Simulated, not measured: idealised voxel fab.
Title: Process Module voxel released beams
Each square cell in cross-section cut measures 5 nm, and the section as a whole is 255 nm wide.
Format of a cross-section: grid, square cells. Given as bands. Order: top down. Band: one or more rows of cells.
First you get the band's top height and its bottom height, in nm, and then the materials it's made of, left to right, with each width in nm. If you see a single material with "edge to edge", that one covers the band edge to edge. "blank" is empty space.
Note: height 0 marks the level under which the wafer is uniformly one material as received. Lowest band unbounded below, written "0..down".
The notation "30 to 40" denotes a width that varies across the rows of cells in the band, beginning at the first number in the top row, finishing at the second number in the bottom row, and changing by an identical amount from each row to the next.
"remains unaltered", as given for a step, is the statement that not any cell of the cross-section underwent a change during that step.
The label "Completely sealed voids" introduces a list of the empty spaces, 8 cells or larger, that have no open way up to the top; each entry in it reads width x height at distance, where the distance is taken from the left edge and all three are stated in nm.
Heads up: the bit after the settings on a step's line is the simulator's remark on that step.
A step's line can hold "overlay nm"; with a mask on that step, the setting says how far right of the planned place the mask lay, while a negative setting says it lay to the left.
Here's what the planned process steps look like:
1,RECEIVE [material Si]
2,CONFORMAL_DEP [material Al2O3] [thk nm 5]
3,DIRECTIONAL_DEP [material SiO2] [thk nm 15]
4,MASKED_ETCH [tone open] [mask id ANCHOR] [width nm 40] [etch materials SiO2] [depth nm 15] [overlay nm 0]
5,CONFORMAL_DEP [material polySi] [thk nm 15]
6,MASKED_ETCH [tone cover] [mask id BEAM] [width nm 125] [etch materials polySi] [depth nm 15] [overlay nm 0]
7,STRIP [etch materials SiO2]
Cross-section, incoming material, after step 1:
0..down  Si edge to edge
Completely sealed voids: none
a wafer at the end: this start, this plan, one mistake:
30..20  60 of blank / 20 of polySi / 10 of blank / 95 of polySi / 70 of blank
20..15  60 of blank / 125 of polySi / 70 of blank
15..5  65 of blank / 40 of polySi / 150 of blank
5..0  Al2O3 edge to edge
0..down  Si edge to edge
Completely sealed voids: none
Diagnosis: for step 3, the planned setting was not used; the step was instead run as DIRECTIONAL_DEP [material SiO2] [thk nm 10]
